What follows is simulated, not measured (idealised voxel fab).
process module | voxel lift off
cross-section cut | 215 nm wide | cells 5 nm
A cross-section is a grid of square cells, given in bands from the top down. A band is one or more rows of cells.
Each band's line starts with the height of the band's top and of its bottom, in nm. Then come its materials from left to right, each with its width in nm. One material with "throughout" fills the band from edge to edge. "air" is empty space.
Height 0 is the level under which the wafer as received is all one material. The lowest band goes on downwards, as in "0 down".
A width such as "30 to 40" changes by the same amount from each row of cells to the next, from the band's top row to its bottom row.
"no change" after a step means that no cell of the cross-section changed.
closed voids: empty space of 8 cells or more with no open way to the top, each as width x height at its distance from the left edge, in nm
after a step's settings: what the simulator itself notes on the step
overlay nm, on a step with a mask: how far to the right of its planned place the mask lay; to the left if negative
plan
1 op RECEIVE | material Si
2 op CONFORMAL_DEP | material Al2O3 | thk nm 5
3 op PATTERN | tone open | mask id LINES | material resist | width nm 25 | pitch nm 40 | thk nm 20 | overlay nm 0
4 op DIRECTIONAL_DEP | material Ru | thk nm 10
5 op STRIP | etch materials resist
6 op CONFORMAL_DEP | material SiCN | thk nm 5
as received, after step 1
  0 down: Si throughout
  closed voids: none
a wafer at the end: this start, this plan, one mistake
  20 to 15: air 40 | SiCN 35 | air 5 | SiCN 35 | air 5 | SiCN 35 | air 5 | SiCN 35 | air 20
  15 to 10: air 40 | SiCN 5 | Ru 25 | SiCN 5 | air 5 | SiCN 5 | Ru 25 | SiCN 5 | air 5 | SiCN 5 | Ru 25 | SiCN 5 | air 5 | SiCN 5 | Ru 25 | SiCN 5 | air 20
  10 to 5: SiCN 45 | Ru 25 | SiCN 15 | Ru 25 | SiCN 15 | Ru 25 | SiCN 15 | Ru 25 | SiCN 25
  5 to 0: Al2O3 throughout
  0 down: Si throughout
  closed voids: none
what went wrong: step 3 ran as: op PATTERN | tone open | mask id LINES | material resist | width nm 25 | pitch nm 40 | thk nm 20 | overlay nm 10
